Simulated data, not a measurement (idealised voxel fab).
process module | voxel transistor to metal
cross-section cut | 160 nm wide | cells 5 nm
A cross-section is a grid of square cells, given in bands from the top down. A band is one or more rows of cells.
Each band's line starts with the height of the band's top and of its bottom, in nm. Then come its materials from left to right, each with its width in nm. One material with "throughout" fills the band from edge to edge. "air" is empty space.
Height 0 is the level under which the wafer as received is all one material. The lowest band goes on downwards, as in "0 down".
A width such as "30 to 40" changes by the same amount from each row of cells to the next, from the band's top row to its bottom row.
"no change" after a step means that no cell of the cross-section changed.
closed voids: empty space of 8 cells or more with no open way to the top, each as width x height at its distance from the left edge, in nm
after a step's settings: what the simulator itself notes on the step
overlay nm, on a step with a mask: how far to the right of its planned place the mask lay; to the left if negative
plan
1 op RECEIVE | material Si
2 op OXIDIZE | depth nm 5
3 op CONFORMAL_DEP | material SiN | thk nm 15
4 op PATTERN | tone cover | mask id ACTIVE | material resist | width nm 120 | thk nm 15 | overlay nm 0
5 op DIRECTIONAL_ETCH | etch materials SiN | depth nm 15
6 op DIRECTIONAL_ETCH | etch materials SiO2 | depth nm 5
7 op DIRECTIONAL_ETCH | etch materials Si | depth nm 35
8 op STRIP | etch materials resist
9 op OXIDIZE | depth nm 5
10 op FILL_DEP | material SiO2 | thk nm 5
11 op CMP | height nm 15
12 op SELECTIVE_ETCH | etch materials SiO2 | depth nm 5
13 op STRIP | etch materials SiN
14 op SELECTIVE_ETCH | etch materials SiO2 | depth nm 5
15 op OXIDIZE | depth nm 5
16 op DIRECTIONAL_DEP | material polySi | thk nm 20
17 op DIRECTIONAL_DEP | material SiCN | thk nm 10
18 op MASKED_ETCH | tone cover | mask id GATE | width nm 30 | etch materials SiCN | depth nm 20 | overlay nm 0
19 op MASKED_ETCH | tone cover | mask id GATE | width nm 30 | etch materials polySi | depth nm 30 | overlay nm 0
20 op CONFORMAL_DEP | material SiO2 | thk nm 5
21 op DIRECTIONAL_ETCH | etch materials SiO2 | depth nm 5
22 op CONFORMAL_DEP | material SiN | thk nm 5
23 op DIRECTIONAL_ETCH | etch materials SiN | depth nm 5
24 op DIRECTIONAL_ETCH | etch materials SiO2 | depth nm 5
25 op DIRECTIONAL_ETCH | etch materials Si | depth nm 15
26 op EPI | material SiGe | thk nm 10
27 op FILL_DEP | material SiO2 | thk nm 10
28 op CMP | height nm 15
29 op STRIP | etch materials polySi
30 op SELECTIVE_ETCH | etch materials SiO2 | depth nm 5
31 op CONFORMAL_DEP | material HfO2 | thk nm 5
32 op CONFORMAL_DEP | material TiN | thk nm 5
33 op FILL_DEP | material W | thk nm 10
34 op CMP | height nm 10
35 op DIRECTIONAL_DEP | material SiO2 | thk nm 10
36 op PATTERN | tone open | mask id CONTACT | material resist | width nm 20 | pitch nm 90 | thk nm 15 | overlay nm 0
37 op DIRECTIONAL_ETCH | etch materials SiO2 | depth nm 25
38 op STRIP | etch materials resist
39 op CONFORMAL_DEP | material TiN | thk nm 5
40 op FILL_DEP | material W | thk nm 5
41 op CMP | height nm 20
42 op DIRECTIONAL_DEP | material TiN | thk nm 5
43 op DIRECTIONAL_DEP | material W | thk nm 20
44 op PATTERN | tone cover | mask id METAL_1 | material resist | width nm 20 | pitch nm 90 | thk nm 20 | overlay nm 0
45 op DIRECTIONAL_ETCH | etch materials W | depth nm 20
46 op DIRECTIONAL_ETCH | etch materials TiN | depth nm 5
47 op STRIP | etch materials resist
48 op CONFORMAL_DEP | material SiN | thk nm 5
49 op FILL_DEP | material SiO2 | thk nm 10
50 op CMP | height nm 45
51 op CONFORMAL_DEP | material SiCN | thk nm 5
52 op DIRECTIONAL_DEP | material SiO2 | thk nm 35
53 op PATTERN | tone open | mask id METAL_2_HOLES | material resist | width nm 15 | pitch nm 90 | thk nm 20 | overlay nm 0
54 op DIRECTIONAL_ETCH | etch materials SiO2 | depth nm 35
55 op STRIP | etch materials resist
56 op PATTERN | tone open | mask id METAL_2 | material resist | width nm 20 | pitch nm 90 | thk nm 15 | overlay nm 0
57 op DIRECTIONAL_ETCH | etch materials SiO2 | depth nm 20
58 op DIRECTIONAL_ETCH | etch materials SiCN | depth nm 5
59 op STRIP | etch materials resist
60 op CONFORMAL_DEP | material TiN | thk nm 5
61 op FILL_DEP | material Cu | thk nm 10
62 op CMP | height nm 85
63 op CONFORMAL_DEP | material SiCN | thk nm 5
varied across the wafers: thk nm of step 26. The plan shows the first wafer's value. All wafers start alike
first wafer as received, after step 1
  0 down: Si throughout
  closed voids: none
each wafer at the end: cells of each material gained (+) or lost (-) since it was received, then its closed voids
thk nm 10 | +20 Cu | +14 HfO2 | -170 Si | +58 SiCN | +36 SiGe | +50 SiN | +434 SiO2 | +78 TiN | +56 W | closed voids: none
thk nm 15 | +20 Cu | +14 HfO2 | -170 Si | +58 SiCN | +54 SiGe | +50 SiN | +420 SiO2 | +78 TiN | +52 W | closed voids: none
thk nm 20 | +20 Cu | +14 HfO2 | -170 Si | +58 SiCN | +72 SiGe | +50 SiN | +410 SiO2 | +78 TiN | +44 W | closed voids: none
thk nm 25 | +20 Cu | +14 HfO2 | -170 Si | +58 SiCN | +80 SiGe | +50 SiN | +410 SiO2 | +70 TiN | +44 W | closed voids: none
thk nm 30 | +20 Cu | +14 HfO2 | -170 Si | +58 SiCN | +84 SiGe | +50 SiN | +410 SiO2 | +66 TiN | +44 W | closed voids: none
thk nm 35 | +20 Cu | +14 HfO2 | -170 Si | +58 SiCN | +86 SiGe | +50 SiN | +408 SiO2 | +66 TiN | +44 W | closed voids: none
